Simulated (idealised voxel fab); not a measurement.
This section sets out a process module, namely voxel fin reveal.
The cross-section shown here is cut; it is 245 nm wide and divided into square cells measuring 5 nm on a side.
Cross-section spec: square-cell grid; bands listed top down; each band is one or more rows.
Band: top and bottom heights (nm) first, top before bottom; then materials from left to right, widths in nm. "everywhere" marks a sole material filling the band edge to edge. "empty" denotes empty space.
Convention: height 0 is the level below which the wafer, as received, is all one material. The lowest band does not terminate at the bottom but continues downward, represented as "0..down".
The two numbers in a width such as "30 to 40" mark its ends across the band: the first belongs to the top row of cells, the second to the bottom row, and from each row to the next the width moves by the same amount.
The designation "remained the same", where it is given for a processing step, indicates that no cell of the cross-section was altered in the course of that step.
If an empty space has no open way to the top and is at least 8 cells in size, "Closed internal cavities" lists it, written width x height at distance, where distance is measured from the left edge and every value is in nm.
The remark found on a step's line after its settings is issued by the simulator itself and pertains to that step.
The "overlay nm" setting may appear on a step's line; for a step that uses a mask, it gives how far to the right of its planned position the mask lay, and a negative value indicates the left.
Process steps (planned):
1) op RECEIVE | material Si
2) op CONFORMAL_DEP | material SiN | thk nm 5
3) op PATTERN | tone cover | mask id FINS | material resist | width nm 15 | pitch nm 35 | thk nm 20 | overlay nm 0
4) op DIRECTIONAL_ETCH | etch materials SiN | depth nm 5
5) op DIRECTIONAL_ETCH | etch materials Si | depth nm 40
6) op STRIP | etch materials resist
7) op OXIDIZE | depth nm 5
8) op FILL_DEP | material SiO2 | thk nm 15
9) op CMP | height nm 5
10) op SELECTIVE_ETCH | etch materials SiO2 | depth nm 20
11) op STRIP | etch materials SiN
Shown in cross-section is the wafer as received, that is, as it stands after step 1:
0..down  Si everywhere
Closed internal cavities: none
Cross-sectional view of the first of the two wafers upon completion of the module, processed in accordance with the plan:
0..-15  empty=85; Si=5; empty=30; Si=5; empty=30; Si=5; empty=85
-15..-45  SiO2=85; Si=5; SiO2=30; Si=5; SiO2=30; Si=5; SiO2=85
-45..down  Si everywhere
Closed internal cavities: none
Here is the second of the two wafers cut open at the end of the module - same start, same plan as the first one, but we made one mistake running it:
0..-15  empty=85; Si=5; empty=30; Si=5; empty=30; Si=5; empty=85
-15..-40  SiO2=85; Si=5; SiO2=30; Si=5; SiO2=30; Si=5; SiO2=85
-40..down  Si everywhere
Closed internal cavities: none
What was the processing mistake? step 5 ran differently from the plan; actual operation with settings: op DIRECTIONAL_ETCH | etch materials Si | depth nm 35
Counted in cells at the end, the second wafer holds more or fewer of these materials than the first: Si: 46 more; SiO2: 46 fewer
